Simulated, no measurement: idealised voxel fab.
Title: Process Module voxel capacitor over wiring
Square cells of 5 nm make up the cross-section cut, whose width is 180 nm.
Bands, listed from the top down, are how a cross-section gets written in this document; the cross-section itself is a grid of square cells, and a band is one or more rows of them. Band: top height; bottom height; in nm. Then, left to right: material with width in nm, for each material. "full width": a single material spanning edge to edge. "air": empty space. Height datum 0, below which the as-received substrate wafer is one material. Lowest band open at the bottom, running downward: "z 0 and below". Width "30 to 40": first value at the band's top row of cells, second value at its bottom row, equal change from row to row. For the purposes of this document, the phrase "nothing altered" attached to a step denotes that no cell within the cross-section was modified by that step. The list in "Cavities, closed" covers empty spaces of 8 cells or more that cannot reach the top through any open way, and it gives each as width x height at distance; the distance is from the left edge, and width, height and distance are in nm. Step line, after settings: the simulator's comment on this step. If you see "overlay nm" on a step's line and that step has a mask, it's telling you how far right of where it was planned the mask ended up; a negative number means it went left instead.
### Process steps (planned)
1) RECEIVE,material Si
2) CONFORMAL_DEP,material SiO2,thk nm 10
3) CONFORMAL_DEP,material SiCN,thk nm 5
4) DIRECTIONAL_DEP,material lowk,thk nm 20
5) MASKED_ETCH,tone open,mask id METAL_1,width nm 25,pitch nm 95,etch materials lowk,depth nm 20,overlay nm 0
6) MASKED_ETCH,tone open,mask id METAL_1,width nm 25,pitch nm 95,etch materials SiCN,depth nm 5,overlay nm 0
7) CONFORMAL_DEP,material TiN,thk nm 5
8) FILL_DEP,material Cu,thk nm 5
9) CMP,height nm 35
10) CONFORMAL_DEP,material SiCN,thk nm 5
11) DIRECTIONAL_DEP,material SiO2,thk nm 20
12) MASKED_ETCH,tone open,mask id PLUG_1,width nm 15,etch materials SiO2,depth nm 20,overlay nm 0
13) MASKED_ETCH,tone open,mask id PLUG_1,width nm 15,etch materials SiCN,depth nm 5,overlay nm 0
14) CONFORMAL_DEP,material TiN,thk nm 5
15) FILL_DEP,material W,thk nm 10
16) CMP,height nm 60
17) DIRECTIONAL_DEP,material TiN,thk nm 10
18) DIRECTIONAL_DEP,material SiN,thk nm 5
19) DIRECTIONAL_DEP,material TiN,thk nm 5
20) DIRECTIONAL_DEP,material aC,thk nm 15
21) PATTERN,tone cover,mask id UPPER_PLATE,material resist,width nm 75,thk nm 30,overlay nm 0
22) DIRECTIONAL_ETCH,etch materials aC,depth nm 15
23) STRIP,etch materials resist
24) DIRECTIONAL_ETCH,etch materials TiN,depth nm 5
25) DIRECTIONAL_ETCH,etch materials SiN,depth nm 5
26) STRIP,etch materials aC
27) PATTERN,tone cover,mask id LOWER_PLATE,material resist,width nm 85,thk nm 15,overlay nm 0
28) DIRECTIONAL_ETCH,etch materials TiN,depth nm 10
29) STRIP,etch materials resist
30) FILL_DEP,material SiO2,thk nm 15
31) CMP,height nm 90
32) DIRECTIONAL_DEP,material aC,thk nm 15
33) PATTERN,tone open,mask id PLUG_2,material resist,width nm 15,thk nm 35,overlay nm 0
34) DIRECTIONAL_ETCH,etch materials aC,depth nm 15
35) STRIP,etch materials resist
36) DIRECTIONAL_ETCH,etch materials SiO2,depth nm 10
37) STRIP,etch materials aC
38) CONFORMAL_DEP,material TiN,thk nm 5
39) FILL_DEP,material W,thk nm 10
40) CMP,height nm 90
41) CONFORMAL_DEP,material SiCN,thk nm 5
### As received (post step 1): cross-section
- z 0 and below: Si full width
- Cavities, closed: none
### Cross-section, end of module. Start: as above. Plan: as above. Execution: one mistake
- z 95 to 90: SiCN full width
- z 90 to 85: SiO2 (50)  TiN (5)  W (5)  TiN (5)  SiO2 (115)
- z 85 to 80: SiO2 (50)  TiN (15)  SiO2 (115)
- z 80 to 75: SiO2 full width
- z 75 to 70: SiO2 (40)  TiN (75)  SiO2 (65)
- z 70 to 60: SiO2 (35)  TiN (85)  SiO2 (60)
- z 60 to 40: SiO2 (40)  TiN (5)  W (5)  TiN (5)  SiO2 (125)
- z 40 to 35: SiCN (40)  TiN (15)  SiCN (125)
- z 35 to 15: lowk (30)  TiN (5)  Cu (15)  TiN (5)  lowk (70)  TiN (5)  Cu (15)  TiN (5)  lowk (30)
- z 15 to 10: SiCN (30)  TiN (25)  SiCN (70)  TiN (25)  SiCN (30)
- z 10 to 0: SiO2 full width
- z 0 and below: Si full width
- Cavities, closed: none
What was the processing mistake? step 18 of the plan was bypassed and not carried out
